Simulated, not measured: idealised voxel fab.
Name of the process module below: voxel self aligned vias
We display cut, a cross-section 290 nm in width whose square cells are each 5 nm.
In this document a cross-section is written as a grid of square cells. It is given as a series of bands, listed from the top down, and a band is one or more rows of cells. Look at the band entry: it leads with the top's height and the bottom's height in nm. Then it lists the materials left to right, with a width in nm for each. The word "throughout" on a single material says that material fills the band edge to edge. The word "empty" is empty space. Where do heights start? At 0: under that level the wafer as delivered is made of one material only. And the lowest band has no floor; it just carries on downward, as in "0..down". A width such as "30..40" changes by the same amount from each row of cells to the next, from the band's top row to its bottom row. Step note "all unchanged" = no cross-section cell changed. Listed in "Sealed internal voids": every empty space of 8 or more cells without an open way to the top. Form: width x height at distance, the distance being from the left edge, all in nm. What comes after the settings on a step's line is commentary from the simulator itself on that step. A step's line can hold "overlay nm"; with a mask on that step, the setting says how far right of the planned place the mask lay, while a negative setting says it lay to the left.
PLANNED STEP LIST FOR THE PROCESS
1. RECEIVE with material Si
2. CONFORMAL_DEP with material SiO2, thk nm 10
3. CONFORMAL_DEP with material SiCN, thk nm 5
4. DIRECTIONAL_DEP with material SiO2, thk nm 20
5. MASKED_ETCH with tone open, mask id LINES, width nm 25, pitch nm 50, etch materials SiO2, depth nm 20, overlay nm 0
6. CONFORMAL_DEP with material TiN, thk nm 5
7. FILL_DEP with material Ru, thk nm 5
8. CMP with height nm 35
9. SELECTIVE_ETCH with etch materials W Ru TiN, depth nm 5
10. FILL_DEP with material SiN, thk nm 10
11. CMP with height nm 35
12. DIRECTIONAL_DEP with material SiO2, thk nm 15
13. DIRECTIONAL_DEP with material aC, thk nm 10
14. PATTERN with tone open, mask id VIAS, material resist, width nm 25, pitch nm 50, thk nm 30, overlay nm 0
15. DIRECTIONAL_ETCH with etch materials aC, depth nm 10
16. STRIP with etch materials resist
17. DIRECTIONAL_ETCH with etch materials SiO2, depth nm 15
18. DIRECTIONAL_ETCH with etch materials SiN, depth nm 5
19. STRIP with etch materials aC
20. CONFORMAL_DEP with material TiN, thk nm 5
21. FILL_DEP with material Cu, thk nm 5
22. CMP with height nm 50
23. CONFORMAL_DEP with material SiN, thk nm 5
Be aware that, although all wafers share a common starting state, the width nm at step 14 differs among them, and the plan displays the first wafer's value.
INCOMING STATE OF THE FIRST OF SEVERAL WAFERS IN CROSS-SECTION: AFTER STEP 1
	0..down  Si throughout
	Sealed internal voids: none
WAFER CROSS-SECTION (FIRST OF SEVERAL) - MODULE END, POST STEP 23 (LAST STEP)
	55..50  SiN throughout
	50..35  SiO2 (105)  TiN (5)  Cu (15)  TiN (5)  SiO2 (25)  TiN (5)  Cu (15)  TiN (5)  SiO2 (110)
	35..30  SiO2 (105)  TiN (25)  SiO2 (25)  TiN (25)  SiO2 (110)
	30..20  SiO2 (105)  TiN (5)  Ru (15)  TiN (5)  SiO2 (25)  TiN (5)  Ru (15)  TiN (5)  SiO2 (110)
	20..15  SiO2 (105)  TiN (25)  SiO2 (25)  TiN (25)  SiO2 (110)
	15..10  SiCN throughout
	10..0  SiO2 throughout
	0..down  Si throughout
	Sealed internal voids: none
A CROSS-SECTION THROUGH THE LAST WAFER AT THE CLOSE OF THE MODULE
	55..50  SiN throughout
	50..40  SiO2 (100)  TiN (5)  Cu (25)  TiN (5)  SiO2 (15)  TiN (5)  Cu (25)  TiN (5)  SiO2 (105)
	40..35  SiO2 (100)  TiN (10)  Cu (15)  TiN (10)  SiO2 (15)  TiN (10)  Cu (15)  TiN (10)  SiO2 (105)
	35..30  SiO2 (105)  TiN (25)  SiO2 (25)  TiN (25)  SiO2 (110)
	30..20  SiO2 (105)  TiN (5)  Ru (15)  TiN (5)  SiO2 (25)  TiN (5)  Ru (15)  TiN (5)  SiO2 (110)
	20..15  SiO2 (105)  TiN (25)  SiO2 (25)  TiN (25)  SiO2 (110)
	15..10  SiCN throughout
	10..0  SiO2 throughout
	0..down  Si throughout
	Sealed internal voids: none
EACH ROW BELOW IS A WAFER AT THE END OF THE MODULE, LISTING FOR EVERY MATERIAL THE NUMBER OF CELLS IT HAS GAINED (+) OR LOST (-) SINCE IT WAS RECEIVED, FOLLOWED BY ITS CLOSED VOIDS
width nm 25; +18 Cu; +12 Ru; +58 SiCN; +58 SiN; +452 SiO2; +40 TiN; Sealed internal voids: none
width nm 30; +22 Cu; +12 Ru; +58 SiCN; +58 SiN; +446 SiO2; +42 TiN; Sealed internal voids: none
width nm 35; +26 Cu; +12 Ru; +58 SiCN; +58 SiN; +440 SiO2; +44 TiN; Sealed internal voids: none
